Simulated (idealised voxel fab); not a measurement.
A process module follows: voxel self aligned contacts.
In the cross-section labelled cut, the width is 210 nm and each square cell is 5 nm.
Cross-section layout: square cells on a grid; listed as bands, top to bottom; a band spans one or more cell rows. Basically the band line says how high the top is and how high the bottom is, in nm, and then what's in it from left to right, every material with its width in nm. Empty space shows up as "blank", and if a single material carries "all across" it runs the full band edge to edge. Ref level 0: as-received wafer is one material below here. Bottom band extends down with no lower bound ("z 0 and below"). A width given as "30..40" starts at the first number in the band's top row and ends at the second number in its bottom row, shifting by an equal amount at every step from row to row. Key: "nothing changed" - step with no changed cell in the cross-section. "Sealed void inventory": sealed empty spaces, 8 cells or more, no open way to top, listed width x height at distance, with distance from the left edge and width, height and distance in nm. If you see something after the settings on a step's line, that's the simulator's own remark about that step. For masked steps, "overlay nm" on the step line gives how far right of plan the mask actually lay; a minus sign means it lay to the left.

BELOW IS THE LIST OF PLANNED PROCESS STEPS
1,RECEIVE (material Si)
2,CONFORMAL_DEP (material SiO2; thk nm 5)
3,DIRECTIONAL_DEP (material polySi; thk nm 30)
4,DIRECTIONAL_DEP (material SiN; thk nm 20)
5,PATTERN (tone cover; mask id GATE; material resist; width nm 30; pitch nm 55; thk nm 15; overlay nm 0)
6,DIRECTIONAL_ETCH (etch materials SiN; depth nm 20)
7,DIRECTIONAL_ETCH (etch materials polySi; depth nm 30)
8,STRIP (etch materials resist)
9,CONFORMAL_DEP (material SiN; thk nm 5)
10,DIRECTIONAL_ETCH (etch materials SiN; depth nm 5)
11,FILL_DEP (material SiO2; thk nm 15)
12,CMP (height nm 60)
13,MASKED_ETCH (tone open; mask id CONTACT; width nm 35; pitch nm 55; etch materials SiO2; depth nm 60; overlay nm 0)
14,CONFORMAL_DEP (material TiN; thk nm 5)
15,FILL_DEP (material W; thk nm 5)
16,CMP (height nm 60)
17,CONFORMAL_DEP (material SiCN; thk nm 5)

THE CROSS-SECTION HERE SHOWS THE WAFER AS RECEIVED, I.E. IN ITS STATE AFTER STEP 1
* z 0 and below | Si all across
* Sealed void inventory: none

LOOK AT THE CROSS-SECTION AFTER THE MODULE: THE WAFER STARTED OUT THE WAY SHOWN ABOVE AND THE PLAN WAS THE ONE SHOWN ABOVE, YET ONE MISTAKE WAS MADE ALONG THE WAY
* z 65 to 60 | SiCN all across
* z 60 to 55 | 60 SiO2, then 35 TiN, then 20 SiO2, then 35 TiN, then 60 SiO2
* z 55 to 35 | 40 SiN, then 20 SiO2, then 35 SiN, then 20 SiO2, then 35 SiN, then 20 SiO2, then 40 SiN
* z 35 to 5 | 35 polySi, then 5 SiN, then 20 SiO2, then 5 SiN, then 25 polySi, then 5 SiN, then 20 SiO2, then 5 SiN, then 25 polySi, then 5 SiN, then 20 SiO2, then 5 SiN, then 35 polySi
* z 5 to 0 | SiO2 all across
* z 0 and below | Si all across
* Sealed void inventory: none
Deviation noted in wafer processing: planned and actual differ for step 5; actual: PATTERN (tone open; mask id GATE; material resist; width nm 30; pitch nm 55; thk nm 15; overlay nm 0)
